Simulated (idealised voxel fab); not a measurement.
process module | voxel ribs on slabs
cross-section cut | 150 nm wide | cells 5 nm
A cross-section is a grid of square cells, given in bands from the top down. A band is one or more rows of cells.
Each band's line starts with the height of the band's top and of its bottom, in nm. Then come its materials from left to right, each with its width in nm. One material with "throughout" fills the band from edge to edge. "air" is empty space.
Height 0 is the level under which the wafer as received is all one material. The lowest band goes on downwards, as in "0 down".
A width such as "30 to 40" changes by the same amount from each row of cells to the next, from the band's top row to its bottom row.
"no change" after a step means that no cell of the cross-section changed.
closed voids: empty space of 8 cells or more with no open way to the top, each as width x height at its distance from the left edge, in nm
after a step's settings: what the simulator itself notes on the step
overlay nm, on a step with a mask: how far to the right of its planned place the mask lay; to the left if negative
plan
1 op RECEIVE | material Si
2 op DIRECTIONAL_DEP | material SiO2 | thk nm 30
3 op DIRECTIONAL_DEP | material SiN | thk nm 15
4 op MASKED_ETCH | tone cover | mask id RIB | width nm 30 | etch materials SiN | depth nm 5 | overlay nm 0
5 op PATTERN | tone cover | mask id SLAB | material resist | width nm 60 | thk nm 20 | overlay nm 0
6 op DIRECTIONAL_ETCH | etch materials SiN | depth nm 10
7 op STRIP | etch materials resist
8 op FILL_DEP | material SiO2 | thk nm 20
9 op CMP | height nm 55
10 op DIRECTIONAL_DEP | material TiN | thk nm 10
11 op MASKED_ETCH | tone cover | mask id HEATER | width nm 40 | etch materials TiN | depth nm 10 | overlay nm 0
12 op CONFORMAL_DEP | material SiO2 | thk nm 5
first wafer, as planned
as received, after step 1
  0 down: Si throughout
  closed voids: none
after step 2
  30 to 0: SiO2 throughout
  below 0: unchanged
after step 3
  45 to 30: SiN throughout
  below 30: unchanged
after step 4
  45 to 40: air 60 | SiN 30 | air 60
  below 40: unchanged
after step 5
  65 to 45: air 45 | resist 60 | air 45
  45 to 40: air 45 | resist 15 | SiN 30 | resist 15 | air 45
  below 40: unchanged
after step 6
  65 to 45: air 45 | resist 60 | air 45
  45 to 40: air 45 | resist 15 | SiN 30 | resist 15 | air 45
  40 to 30: air 45 | SiN 60 | air 45
  below 30: unchanged
after step 7
  45 to 40: air 60 | SiN 30 | air 60
  below 40: unchanged
after step 8
  65 to 45: SiO2 throughout
  45 to 40: SiO2 60 | SiN 30 | SiO2 60
  40 to 30: SiO2 45 | SiN 60 | SiO2 45
  below 30: unchanged
after step 9
  55 to 45: SiO2 throughout
  below 45: unchanged
after step 10
  65 to 55: TiN throughout
  below 55: unchanged
after step 11
  65 to 55: air 55 | TiN 40 | air 55
  below 55: unchanged
after step 12
  70 to 65: air 50 | SiO2 50 | air 50
  65 to 60: air 50 | SiO2 5 | TiN 40 | SiO2 5 | air 50
  60 to 55: SiO2 55 | TiN 40 | SiO2 55
  below 55: unchanged
second wafer: like start, like plan, one mistake. Through step 2 it matches the first wafer
when step 3 should have ended
  60 to 30: SiN throughout
  below 30: unchanged
when step 4 should have ended
  60 to 55: air 60 | SiN 30 | air 60
  below 55: unchanged
when step 5 should have ended
  80 to 60: air 45 | resist 60 | air 45
  60 to 55: air 45 | resist 15 | SiN 30 | resist 15 | air 45
  below 55: unchanged
when step 6 should have ended
  80 to 60: air 45 | resist 60 | air 45
  60 to 55: air 45 | resist 15 | SiN 30 | resist 15 | air 45
  55 to 45: air 45 | SiN 60 | air 45
  below 45: unchanged
when step 7 should have ended
  60 to 55: air 60 | SiN 30 | air 60
  below 55: unchanged
when step 8 should have ended
  80 to 60: SiO2 throughout
  60 to 55: SiO2 60 | SiN 30 | SiO2 60
  55 to 45: SiO2 45 | SiN 60 | SiO2 45
  below 45: unchanged
when step 9 should have ended
  55 to 45: SiO2 45 | SiN 60 | SiO2 45
  below 45: unchanged
when step 10 should have ended
  65 to 55: TiN throughout
  below 55: unchanged
when step 11 should have ended
  65 to 55: air 55 | TiN 40 | air 55
  below 55: unchanged
when step 12 should have ended
  70 to 65: air 50 | SiO2 50 | air 50
  65 to 60: air 50 | SiO2 5 | TiN 40 | SiO2 5 | air 50
  60 to 55: SiO2 55 | TiN 40 | SiO2 55
  below 55: unchanged
what went wrong: step 3 was run twice
at the end the second wafer has, in cells: 84 more of SiN | 84 fewer of SiO2
